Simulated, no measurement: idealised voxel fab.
Process module heading - voxel transistor to metal
Xsec cut, 185 nm wide, square cell size 5 nm.
Cross-sections here: square-cell grids, written as top-down lists of bands, a band being one or more rows of cells. Each band's line starts with the height of the band's top and of its bottom, in nm. Then come its materials from left to right, each with its width in nm. One material with "edge to edge" fills the band from edge to edge. "air" is empty space. Height is counted from the level 0, under which the received wafer is composed throughout of one material. The lowest of the bands is not closed at the bottom but continues downward, in the notation "0 -> down". You'd read "30 to 40" like this: the band's top row of cells is as wide as the first number, its bottom row is as wide as the second, and going down, every row changes width by the same amount as the row before did. "identical to before" -> step changed no cross-section cell. Each empty space that has no open way to the top and spans at least 8 cells appears under "Trapped cavities" as width x height at distance, the distance counted from the left edge, all in nm. On each step's line, the part that comes after the settings is the simulator's own comment on the step. The "overlay nm" setting may appear on a step's line; for a step that uses a mask, it gives how far to the right of its planned position the mask lay, and a negative value indicates the left.
[Planned step list for the process]
1. RECEIVE,material Si
2. OXIDIZE,depth nm 5
3. CONFORMAL_DEP,material SiN,thk nm 10
4. PATTERN,tone cover,mask id ACTIVE,material resist,width nm 120,thk nm 15,overlay nm 0
5. DIRECTIONAL_ETCH,etch materials SiN,depth nm 10
6. DIRECTIONAL_ETCH,etch materials SiO2,depth nm 5
7. DIRECTIONAL_ETCH,etch materials Si,depth nm 25
8. STRIP,etch materials resist
9. OXIDIZE,depth nm 5
10. FILL_DEP,material SiO2,thk nm 15
11. CMP,height nm 10
12. SELECTIVE_ETCH,etch materials SiO2,depth nm 10
13. STRIP,etch materials SiN
14. SELECTIVE_ETCH,etch materials SiO2,depth nm 5
15. OXIDIZE,depth nm 5
16. DIRECTIONAL_DEP,material polySi,thk nm 25
17. DIRECTIONAL_DEP,material SiCN,thk nm 15
18. PATTERN,tone cover,mask id GATE,material resist,width nm 30,thk nm 15,overlay nm 0
19. DIRECTIONAL_ETCH,etch materials SiCN,depth nm 25
20. DIRECTIONAL_ETCH,etch materials polySi,depth nm 35
21. STRIP,etch materials resist
22. CONFORMAL_DEP,material SiO2,thk nm 5
23. DIRECTIONAL_ETCH,etch materials SiO2,depth nm 5
24. CONFORMAL_DEP,material SiN,thk nm 5
25. DIRECTIONAL_ETCH,etch materials SiN,depth nm 5
26. DIRECTIONAL_ETCH,etch materials SiO2,depth nm 5
27. DIRECTIONAL_ETCH,etch materials Si,depth nm 5
28. EPI,material nSi,thk nm 10
29. FILL_DEP,material SiO2,thk nm 10
30. CMP,height nm 20
31. STRIP,etch materials polySi
32. SELECTIVE_ETCH,etch materials SiO2,depth nm 5
33. CONFORMAL_DEP,material HfO2,thk nm 5
34. CONFORMAL_DEP,material TiN,thk nm 5
35. FILL_DEP,material W,thk nm 5
36. CMP,height nm 15
37. DIRECTIONAL_DEP,material SiO2,thk nm 10
38. DIRECTIONAL_DEP,material aC,thk nm 15
39. PATTERN,tone open,mask id CONTACT,material resist,width nm 20,pitch nm 90,thk nm 30,overlay nm 0
40. DIRECTIONAL_ETCH,etch materials aC,depth nm 15
41. STRIP,etch materials resist
42. DIRECTIONAL_ETCH,etch materials SiO2,depth nm 30
43. STRIP,etch materials aC
44. CONFORMAL_DEP,material TiN,thk nm 5
45. FILL_DEP,material Ru,thk nm 10
46. CMP,height nm 25
47. CONFORMAL_DEP,material SiN,thk nm 5
48. DIRECTIONAL_DEP,material lowk,thk nm 20
49. MASKED_ETCH,tone open,mask id METAL_1,width nm 20,pitch nm 90,etch materials lowk,depth nm 20,overlay nm 0
50. MASKED_ETCH,tone open,mask id METAL_1,width nm 20,pitch nm 90,etch materials SiN,depth nm 5,overlay nm 0
51. CONFORMAL_DEP,material TiN,thk nm 5
52. FILL_DEP,material W,thk nm 10
53. CMP,height nm 50
54. EPI,material Ru,thk nm 5
55. FILL_DEP,material SiCN,thk nm 5
56. DIRECTIONAL_DEP,material lowk,thk nm 30
57. PATTERN,tone open,mask id METAL_2_HOLES,material resist,width nm 15,pitch nm 90,thk nm 20,overlay nm 0
58. DIRECTIONAL_ETCH,etch materials lowk,depth nm 30
59. STRIP,etch materials resist
60. PATTERN,tone open,mask id METAL_2,material resist,width nm 20,pitch nm 90,thk nm 15,overlay nm 0
61. DIRECTIONAL_ETCH,etch materials lowk,depth nm 20
62. DIRECTIONAL_ETCH,etch materials SiCN,depth nm 5
63. STRIP,etch materials resist
64. CONFORMAL_DEP,material TiN,thk nm 5
65. FILL_DEP,material Cu,thk nm 10
66. CMP,height nm 90
67. CONFORMAL_DEP,material SiN,thk nm 5
What sets these wafers apart? The depth nm at step 2. They all start alike, and the plan carries the first wafer's value.
[Received wafers, first of several: cross-section after step 1]
0 -> down = Si edge to edge
Trapped cavities: none
[Depicted here is the first of several wafers in cross-section, at module completion following the last step, step 67]
95 -> 90 = SiN edge to edge
90 -> 75 = lowk 35  TiN 5  Cu 10  TiN 5  lowk 70  TiN 5  Cu 10  TiN 5  lowk 40
75 -> 70 = lowk 35  TiN 5  Cu 5  TiN 10  lowk 70  TiN 5  Cu 5  TiN 10  lowk 40
70 -> 60 = lowk 35  TiN 5  Cu 5  TiN 5  lowk 75  TiN 5  Cu 5  TiN 5  lowk 45
60 -> 55 = SiCN 35  TiN 15  SiCN 75  TiN 15  SiCN 45
55 -> 50 = SiCN 30  Ru 30  SiCN 60  Ru 30  SiCN 35
50 -> 30 = lowk 35  TiN 5  W 10  TiN 5  lowk 70  TiN 5  W 10  TiN 5  lowk 40
30 -> 25 = SiN 35  TiN 20  SiN 70  TiN 20  SiN 40
25 -> 15 = SiO2 35  TiN 5  Ru 10  TiN 5  SiO2 70  TiN 5  Ru 10  TiN 5  SiO2 40
15 -> 0 = SiO2 35  TiN 5  Ru 10  TiN 5  SiO2 10  SiN 5  HfO2 5  TiN 5  W 20  TiN 5  HfO2 5  SiN 5  SiO2 10  TiN 5  Ru 10  TiN 5  SiO2 40
0 -> -5 = SiO2 35  TiN 20  nSi 10  SiN 5  HfO2 5  TiN 30  HfO2 5  SiN 5  nSi 10  TiN 20  SiO2 40
-5 -> -10 = SiO2 30  nSi 35  SiO2 5  HfO2 40  SiO2 5  nSi 35  SiO2 35
-10 -> -15 = SiO2 35  nSi 30  Si 50  nSi 30  SiO2 40
-15 -> -35 = SiO2 35  Si 110  SiO2 40
-35 -> down = Si edge to edge
Trapped cavities: none
[Final wafer cross-section at module end]
95 -> 90 = SiN edge to edge
90 -> 75 = lowk 35  TiN 5  Cu 10  TiN 5  lowk 70  TiN 5  Cu 10  TiN 5  lowk 40
75 -> 70 = lowk 35  TiN 5  Cu 5  TiN 10  lowk 70  TiN 5  Cu 5  TiN 10  lowk 40
70 -> 60 = lowk 35  TiN 5  Cu 5  TiN 5  lowk 75  TiN 5  Cu 5  TiN 5  lowk 45
60 -> 55 = SiCN 35  TiN 15  SiCN 75  TiN 15  SiCN 45
55 -> 50 = SiCN 30  Ru 30  SiCN 60  Ru 30  SiCN 35
50 -> 30 = lowk 35  TiN 5  W 10  TiN 5  lowk 70  TiN 5  W 10  TiN 5  lowk 40
30 -> 25 = SiN 35  TiN 20  SiN 70  TiN 20  SiN 40
25 -> 15 = SiO2 35  TiN 5  Ru 10  TiN 5  SiO2 70  TiN 5  Ru 10  TiN 5  SiO2 40
15 -> 0 = SiO2 35  TiN 5  Ru 10  TiN 5  SiO2 10  SiN 5  HfO2 5  TiN 5  W 20  TiN 5  HfO2 5  SiN 5  SiO2 10  TiN 5  Ru 10  TiN 5  SiO2 40
0 -> -5 = SiO2 35  TiN 20  SiO2 10  SiN 5  HfO2 5  TiN 30  HfO2 5  SiN 5  SiO2 10  TiN 20  SiO2 40
-5 -> -10 = SiO2 70  HfO2 40  SiO2 75
-10 -> -20 = SiO2 edge to edge
-20 -> down = Si edge to edge
Trapped cavities: none
[Each row below is a wafer at the end of the module, listing for every material the number of cells it has gained (+) or lost (-) since it was received, followed by its closed voids]
depth nm 5; +18 Cu; +16 HfO2; +32 Ru; -161 Si; +56 SiCN; +74 SiN; +220 SiO2; +96 TiN; +28 W; +294 lowk; +30 nSi; Trapped cavities: none
depth nm 10; +18 Cu; +16 HfO2; +32 Ru; -101 Si; +56 SiCN; +74 SiN; +132 SiO2; +96 TiN; +28 W; +294 lowk; +58 nSi; Trapped cavities: none
depth nm 15; +18 Cu; +16 HfO2; +32 Ru; -111 Si; +56 SiCN; +74 SiN; +200 SiO2; +96 TiN; +28 W; +294 lowk; Trapped cavities: none
depth nm 20; +18 Cu; +16 HfO2; +32 Ru; -148 Si; +56 SiCN; +74 SiN; +237 SiO2; +96 TiN; +28 W; +294 lowk; Trapped cavities: none
